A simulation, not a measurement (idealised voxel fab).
process module | voxel spacer lines
cross-section cut | 260 nm wide | cells 5 nm
A cross-section is a grid of square cells, given in bands from the top down. A band is one or more rows of cells.
Each band's line starts with the height of the band's top and of its bottom, in nm. Then come its materials from left to right, each with its width in nm. One material with "throughout" fills the band from edge to edge. "air" is empty space.
Height 0 is the level under which the wafer as received is all one material. The lowest band goes on downwards, as in "0 down".
A width such as "30 to 40" changes by the same amount from each row of cells to the next, from the band's top row to its bottom row.
"no change" after a step means that no cell of the cross-section changed.
closed voids: empty space of 8 cells or more with no open way to the top, each as width x height at its distance from the left edge, in nm
after a step's settings: what the simulator itself notes on the step
overlay nm, on a step with a mask: how far to the right of its planned place the mask lay; to the left if negative
plan
1 op RECEIVE | material Si
2 op CONFORMAL_DEP | material Al2O3 | thk nm 5
3 op DIRECTIONAL_DEP | material SiN | thk nm 15
4 op DIRECTIONAL_DEP | material aC | thk nm 25
5 op PATTERN | tone cover | mask id MANDREL | material resist | width nm 20 | pitch nm 60 | thk nm 35 | overlay nm 0
6 op DIRECTIONAL_ETCH | etch materials aC | depth nm 25
7 op STRIP | etch materials resist
8 op CONFORMAL_DEP | material SiO2 | thk nm 10
9 op DIRECTIONAL_ETCH | etch materials SiO2 | depth nm 10
10 op STRIP | etch materials aC
11 op DIRECTIONAL_ETCH | etch materials SiN | depth nm 15
12 op STRIP | etch materials SiO2
as received, after step 1
  0 down: Si throughout
  closed voids: none
first wafer at the end, as planned
  20 to 5: air 80 | SiN 10 | air 20 | SiN 10 | air 20 | SiN 10 | air 20 | SiN 10 | air 80
  5 to 0: Al2O3 throughout
  0 down: Si throughout
  closed voids: none
second wafer at the end: like start, like plan, one mistake
  20 to 5: air 90 | SiN 20 | air 40 | SiN 20 | air 90
  5 to 0: Al2O3 throughout
  0 down: Si throughout
  closed voids: none
what went wrong: step 5 ran as: op PATTERN | tone open | mask id MANDREL | material resist | width nm 20 | pitch nm 60 | thk nm 35 | overlay nm 0
at the end the second wafer has, in cells: as many of each material as the first, in other places
